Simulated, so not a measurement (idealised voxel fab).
Process module in this document: voxel capacitor over wiring
This is section cut - it's 245 nm across, gridded in 5 nm square cells.
Square cells in a grid make up a cross-section in this document, and the grid is given as bands, listed from the top down, each one or more rows of cells.
It is stipulated that each band's entry specify, in nanometres, the height of the top of the band and then that of its bottom, followed by the materials of the band in left-to-right sequence, each together with its width in nanometres. A single material marked by the word "throughout" is understood to fill the band from edge to edge; the word "air" is understood to denote empty space.
The reference from which all heights are counted is 0, the level beneath which the as-received wafer is entirely one material; the lowest band, having no lower bound, proceeds downward and is written after the example "from 0 down".
Width: "30..40" (first number = top row, second number = bottom row, same change from row to row of cells).
Step marked "no alterations made"? Then no cell in the cross-section changed in it.
You'll see "Enclosed empty spaces" listing empty spaces that have no way open to the top, as long as they're 8 cells or more; the notation is width x height at distance, where the distance is from the left edge, and all of it is in nm.
Anything after a step's settings on that line? It's the simulator's own note about the step.
The setting "overlay nm" may be written on the line of a step. When the step uses a mask, the value reports how far to the right of the planned place the mask lay, and a negative value reports that it lay to the left.

**Process steps foreseen in the plan**
1) RECEIVE, material Si
2) CONFORMAL_DEP, material SiO2, thk nm 15
3) CONFORMAL_DEP, material SiN, thk nm 5
4) DIRECTIONAL_DEP, material SiO2, thk nm 20
5) DIRECTIONAL_DEP, material aC, thk nm 10
6) PATTERN, tone open, mask id METAL_1, material resist, width nm 25, pitch nm 90, thk nm 25, overlay nm 0
7) DIRECTIONAL_ETCH, etch materials aC, depth nm 10
8) STRIP, etch materials resist
9) DIRECTIONAL_ETCH, etch materials SiO2, depth nm 20
10) DIRECTIONAL_ETCH, etch materials SiN, depth nm 5
11) STRIP, etch materials aC
12) CONFORMAL_DEP, material TiN, thk nm 5
13) FILL_DEP, material W, thk nm 10
14) CMP, height nm 40
15) CONFORMAL_DEP, material SiCN, thk nm 5
16) DIRECTIONAL_DEP, material lowk, thk nm 20
17) MASKED_ETCH, tone open, mask id PLUG_1, width nm 15, etch materials lowk, depth nm 20, overlay nm 0
18) MASKED_ETCH, tone open, mask id PLUG_1, width nm 15, etch materials SiCN, depth nm 5, overlay nm 0
19) CONFORMAL_DEP, material TiN, thk nm 5
20) FILL_DEP, material W, thk nm 5
21) CMP, height nm 65
22) DIRECTIONAL_DEP, material TiN, thk nm 10
23) DIRECTIONAL_DEP, material HfO2, thk nm 5
24) DIRECTIONAL_DEP, material TiN, thk nm 10
25) DIRECTIONAL_DEP, material aC, thk nm 15
26) PATTERN, tone cover, mask id UPPER_PLATE, material resist, width nm 70, thk nm 30, overlay nm 0
27) DIRECTIONAL_ETCH, etch materials aC, depth nm 15
28) STRIP, etch materials resist
29) DIRECTIONAL_ETCH, etch materials TiN, depth nm 10
30) DIRECTIONAL_ETCH, etch materials HfO2, depth nm 5
31) STRIP, etch materials aC
32) DIRECTIONAL_DEP, material aC, thk nm 15
33) PATTERN, tone cover, mask id LOWER_PLATE, material resist, width nm 80, thk nm 30, overlay nm 0
34) DIRECTIONAL_ETCH, etch materials aC, depth nm 15
35) STRIP, etch materials resist
36) DIRECTIONAL_ETCH, etch materials TiN, depth nm 10
37) STRIP, etch materials aC
38) FILL_DEP, material SiO2, thk nm 15
39) CMP, height nm 100
40) DIRECTIONAL_DEP, material aC, thk nm 15
41) PATTERN, tone open, mask id PLUG_2, material resist, width nm 15, thk nm 35, overlay nm 0
42) DIRECTIONAL_ETCH, etch materials aC, depth nm 15
43) STRIP, etch materials resist
44) DIRECTIONAL_ETCH, etch materials SiO2, depth nm 10
45) STRIP, etch materials aC
46) CONFORMAL_DEP, material TiN, thk nm 5
47) FILL_DEP, material Ru, thk nm 10
48) CMP, height nm 100
49) CONFORMAL_DEP, material SiN, thk nm 5
Variable across wafers: step 23 thk nm (plan value is that of the first wafer; starting state common to all).

**Sectional view: first of several wafers, as received, after step 1**
> from 0 down: Si throughout
> Enclosed empty spaces: none

**Below is a per-wafer table. In it, each row describes the wafer at the end of the module by giving, for each material, the number of cells gained (+) or lost (-) since the wafer was received, and after that the closed voids of the wafer**
thk nm 5 | +14 HfO2 | +1 Ru | +46 SiCN | +88 SiN | +566 SiO2 | +102 TiN | +28 W | +184 lowk | Enclosed empty spaces: none
thk nm 10 | +63 HfO2 | +46 SiCN | +88 SiN | +454 SiO2 | +166 TiN | +28 W | +184 lowk | Enclosed empty spaces: none
thk nm 15 | +112 HfO2 | +46 SiCN | +88 SiN | +408 SiO2 | +163 TiN | +28 W | +184 lowk | Enclosed empty spaces: none
thk nm 20 | +161 HfO2 | +46 SiCN | +88 SiN | +373 SiO2 | +149 TiN | +28 W | +184 lowk | Enclosed empty spaces: none
